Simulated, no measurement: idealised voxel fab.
Proc. module: voxel self aligned vias
cross-section cut | 220 nm wide | cells 5 nm
Square cells in a grid make up a cross-section in this document, and the grid is given as bands, listed from the top down, each one or more rows of cells.
It is stipulated that each band's entry specify, in nanometres, the height of the top of the band and then that of its bottom, followed by the materials of the band in left-to-right sequence, each together with its width in nanometres. A single material marked by the word "all across" is understood to fill the band from edge to edge; the word "empty" is understood to denote empty space.
Height reference: 0 = level under which incoming wafer is all one material. Lowest band: no bottom, runs on downward, e.g. "0 down".
The width entry "30->40" should be interpreted row by row: the top row of cells in the band takes the first number, the bottom row takes the second number, and the change between adjacent rows is uniform throughout.
For the purposes of this document, the phrase "no modifications" attached to a step denotes that no cell within the cross-section was modified by that step.
Voids not open to the top, 8 cells minimum: see "Completely enclosed voids". Written width x height at distance; distance is from the left edge; nm.
The remark found on a step's line after its settings is issued by the simulator itself and pertains to that step.
"overlay nm", when on a step's line for a step with a mask, measures how far to the right of its planned place the mask lay; a negative measure means to the left.

# List of planned process steps
- 1: RECEIVE,material Si
- 2: CONFORMAL_DEP,material SiO2,thk nm 10
- 3: CONFORMAL_DEP,material SiCN,thk nm 5
- 4: DIRECTIONAL_DEP,material lowk,thk nm 25
- 5: PATTERN,tone open,mask id LINES,material resist,width nm 20,pitch nm 55,thk nm 15,overlay nm 0
- 6: DIRECTIONAL_ETCH,etch materials lowk,depth nm 25
- 7: STRIP,etch materials resist
- 8: CONFORMAL_DEP,material TiN,thk nm 5
- 9: FILL_DEP,material Ru,thk nm 5
- 10: CMP,height nm 40
- 11: SELECTIVE_ETCH,etch materials W Ru TiN,depth nm 10
- 12: FILL_DEP,material SiN,thk nm 10
- 13: CMP,height nm 40
- 14: DIRECTIONAL_DEP,material lowk,thk nm 20
- 15: MASKED_ETCH,tone open,mask id VIAS,width nm 40,etch materials lowk,depth nm 20,overlay nm 0
- 16: MASKED_ETCH,tone open,mask id VIAS,width nm 40,etch materials SiN,depth nm 10,overlay nm 0
- 17: CONFORMAL_DEP,material TiN,thk nm 5
- 18: FILL_DEP,material W,thk nm 10
- 19: CMP,height nm 60
- 20: CONFORMAL_DEP,material SiCN,thk nm 5

# The cross-section here shows the wafer as received, i.e. in its state after step 1
    0 down = Si all across
    Completely enclosed voids: none

# End-of-module cross-section of the first of two wafers, processed as planned
    65 to 60 = SiCN all across
    60 to 45 = lowk: 60 / TiN: 5 / W: 30 / TiN: 5 / lowk: 120
    45 to 40 = lowk: 60 / TiN: 15 / W: 10 / TiN: 15 / lowk: 120
    40 to 35 = lowk: 70 / TiN: 5 / W: 10 / TiN: 5 / lowk: 35 / SiN: 20 / lowk: 75
    35 to 30 = lowk: 70 / TiN: 20 / lowk: 35 / SiN: 20 / lowk: 75
    30 to 20 = lowk: 70 / TiN: 5 / Ru: 10 / TiN: 5 / lowk: 35 / TiN: 5 / Ru: 10 / TiN: 5 / lowk: 75
    20 to 15 = lowk: 70 / TiN: 20 / lowk: 35 / TiN: 20 / lowk: 75
    15 to 10 = SiCN all across
    10 to 0 = SiO2 all across
    0 down = Si all across
    Completely enclosed voids: none

# This cross-section belongs to the second wafer of two at the end of the module; the start and the plan were shared with the first, and the run included one mistake
    65 to 60 = SiCN all across
    60 to 45 = lowk: 60 / TiN: 5 / W: 30 / TiN: 5 / lowk: 120
    45 to 40 = lowk: 60 / TiN: 15 / W: 10 / TiN: 15 / lowk: 120
    40 to 35 = lowk: 70 / TiN: 5 / W: 10 / TiN: 5 / lowk: 35 / SiN: 20 / lowk: 75
    35 to 30 = lowk: 70 / TiN: 20 / lowk: 35 / SiN: 20 / lowk: 75
    30 to 20 = lowk: 70 / TiN: 5 / Ru: 10 / TiN: 5 / lowk: 35 / TiN: 5 / Ru: 10 / TiN: 5 / lowk: 75
    20 to 15 = lowk: 70 / TiN: 20 / lowk: 35 / TiN: 20 / lowk: 75
    15 to 0 = SiO2 all across
    0 down = Si all across
    Completely enclosed voids: none
Error vs. plan: the process deviated at step 3: the operation and settings actually run there were CONFORMAL_DEP,material SiO2,thk nm 5
At the finish, the second wafer shows more or fewer cells for some materials than the first does: 44 fewer of SiCN; 44 more of SiO2
